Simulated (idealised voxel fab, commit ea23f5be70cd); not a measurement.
process module | voxel quadruple lines
cross-section cut | 300 nm wide | cells 5 nm
A cross-section is a grid of square cells, given in bands from the top down. A band is one or more rows of cells.
Each band's line starts with the height of the band's top and of its bottom, in nm. Then come its materials from left to right, each with its width in nm. One material with "throughout" fills the band from edge to edge. "air" is empty space.
Height 0 is the level under which the wafer as received is all one material. The lowest band goes on downwards, as in "0 down".
A width such as "30 to 40" changes by the same amount from each row of cells to the next, from the band's top row to its bottom row.
"no change" after a step means that no cell of the cross-section changed.
closed voids: empty space of 8 cells or more with no open way to the top, each as width x height at its distance from the left edge, in nm
after a step's settings: what the simulator itself notes on the step
overlay nm, on a step with a mask: how far to the right of its planned place the mask lay; to the left if negative
plan
1 op RECEIVE | material Si
2 op CONFORMAL_DEP | material Al2O3 | thk nm 5
3 op DIRECTIONAL_DEP | material TiN | thk nm 10
4 op DIRECTIONAL_DEP | material polySi | thk nm 15
5 op DIRECTIONAL_DEP | material aC | thk nm 25
6 op PATTERN | tone cover | mask id MANDREL | material resist | width nm 35 | pitch nm 100 | thk nm 30 | overlay nm 0
7 op DIRECTIONAL_ETCH | etch materials aC | depth nm 25
8 op STRIP | etch materials resist
9 op CONFORMAL_DEP | material SiO2 | thk nm 15
10 op DIRECTIONAL_ETCH | etch materials SiO2 | depth nm 15
11 op STRIP | etch materials aC
12 op DIRECTIONAL_ETCH | etch materials polySi | depth nm 15
13 op STRIP | etch materials SiO2
14 op CONFORMAL_DEP | material SiCN | thk nm 10
15 op DIRECTIONAL_ETCH | etch materials SiCN | depth nm 10
16 op STRIP | etch materials polySi
17 op DIRECTIONAL_ETCH | etch materials TiN | depth nm 10
18 op STRIP | etch materials SiCN
as received, after step 1
  0 down: Si throughout
  closed voids: none
first wafer at the end, as planned
  15 to 5: air 55 | TiN 10 | air 15 | TiN 10 | air 15 | TiN 10 | air 15 | TiN 10 | air 15 | TiN 10 | air 15 | TiN 10 | air 15 | TiN 10 | air 15 | TiN 10 | air 60
  5 to 0: Al2O3 throughout
  0 down: Si throughout
  closed voids: none
second wafer at the end: like start, like plan, one mistake
  15 to 5: air 70 | TiN 10 | air 15 | TiN 5 | air 15 | TiN 10 | air 45 | TiN 10 | air 15 | TiN 5 | air 15 | TiN 10 | air 75
  5 to 0: Al2O3 throughout
  0 down: Si throughout
  closed voids: none
what went wrong: step 6 ran as: op PATTERN | tone open | mask id MANDREL | material resist | width nm 35 | pitch nm 100 | thk nm 30 | overlay nm 0
at the end the second wafer has, in cells: 12 fewer of TiN
